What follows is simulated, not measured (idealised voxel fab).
voxel double patterning: a process module
Cross-section cut: width 230 nm, square cells of 5 nm.
Format of a cross-section: grid, square cells. Given as bands. Order: top down. Band: one or more rows of cells. Read a band's entry like this: the first values are the height of its top and the height of its bottom in nm, and what follows is the sequence of materials from left to right, each with its width in nm. Note that "air" is empty space, and that a single material marked "all across" reaches across the band from edge to edge. For the purposes of this specification, 0 denotes the height below which the wafer in its as-received condition is composed wholly of one material, and the lowermost band, lacking a lower limit, extends downward without end, as expressed in "0 nm and below". Quick explanation for "30 to 40": the width changes in equal steps down the rows of cells, from the first number in the band's top row to the second number in its bottom row. "remained unchanged", as given for a step, is the statement that not any cell of the cross-section underwent a change during that step. Any empty space of 8 cells or more lacking an open way to the top shows up in "Enclosed voids" as width x height at distance, distance from the left edge, in nm. Step line, after settings: the simulator's comment on this step. "overlay nm" answers the question of how far to the right of plan the mask lay on a step that has a mask, and when it is negative the answer is to the left.
INTENDED PROCESS STEPS
1. RECEIVE with material Si
2. CONFORMAL_DEP with material SiO2, thk nm 5
3. DIRECTIONAL_DEP with material TiN, thk nm 15
4. DIRECTIONAL_DEP with material SiCN, thk nm 5
5. MASKED_ETCH with tone open, mask id FIRST, width nm 15, pitch nm 50, etch materials SiCN, depth nm 5, overlay nm 0
6. PATTERN with tone open, mask id SECOND, material resist, width nm 15, pitch nm 50, thk nm 15, overlay nm 0
7. DIRECTIONAL_ETCH with etch materials SiCN, depth nm 5
8. STRIP with etch materials resist
9. DIRECTIONAL_ETCH with etch materials TiN, depth nm 15
10. STRIP with etch materials SiCN
Don't read the plan's thk nm for step 2 as applying to every wafer: that's the first wafer's value, and the wafers differ in it, though they all start identical.
THE FIRST OF SEVERAL WAFERS AS RECEIVED, SHOWN IN CROSS-SECTION; THIS IS ITS STATE AFTER STEP 1
> 0 nm and below | Si all across
> Enclosed voids: none
FIRST WAFER OF SEVERAL, CROSS-SECTION, MODULE END, AFTER STEP 10 (LAST)
> 20 nm to 5 nm | 55 TiN, then 15 air, then 10 TiN, then 15 air, then 10 TiN, then 15 air, then 10 TiN, then 15 air, then 10 TiN, then 15 air, then 60 TiN
> 5 nm to 0 nm | SiO2 all across
> 0 nm and below | Si all across
> Enclosed voids: none
OF THE SEVERAL WAFERS, THE LAST: CROSS-SECTION AT THE END OF THE MODULE
> 40 nm to 25 nm | 55 TiN, then 15 air, then 10 TiN, then 15 air, then 10 TiN, then 15 air, then 10 TiN, then 15 air, then 10 TiN, then 15 air, then 60 TiN
> 25 nm to 0 nm | SiO2 all across
> 0 nm and below | Si all across
> Enclosed voids: none
NOTE: THE FOLLOWING TABLE IS ARRANGED BY WAFER, A ROW APIECE. EACH ROW REPORTS THE END-OF-MODULE STATE: PER MATERIAL, CELLS GAINED (+) OR CELLS LOST (-) COMPARED WITH THE WAFER AS RECEIVED; CLOSED VOIDS FOLLOW
thk nm 5, +46 SiO2, +93 TiN, Enclosed voids: none
thk nm 10, +92 SiO2, +93 TiN, Enclosed voids: none
thk nm 15, +138 SiO2, +93 TiN, Enclosed voids: none
thk nm 20, +184 SiO2, +93 TiN, Enclosed voids: none
thk nm 25, +230 SiO2, +93 TiN, Enclosed voids: none
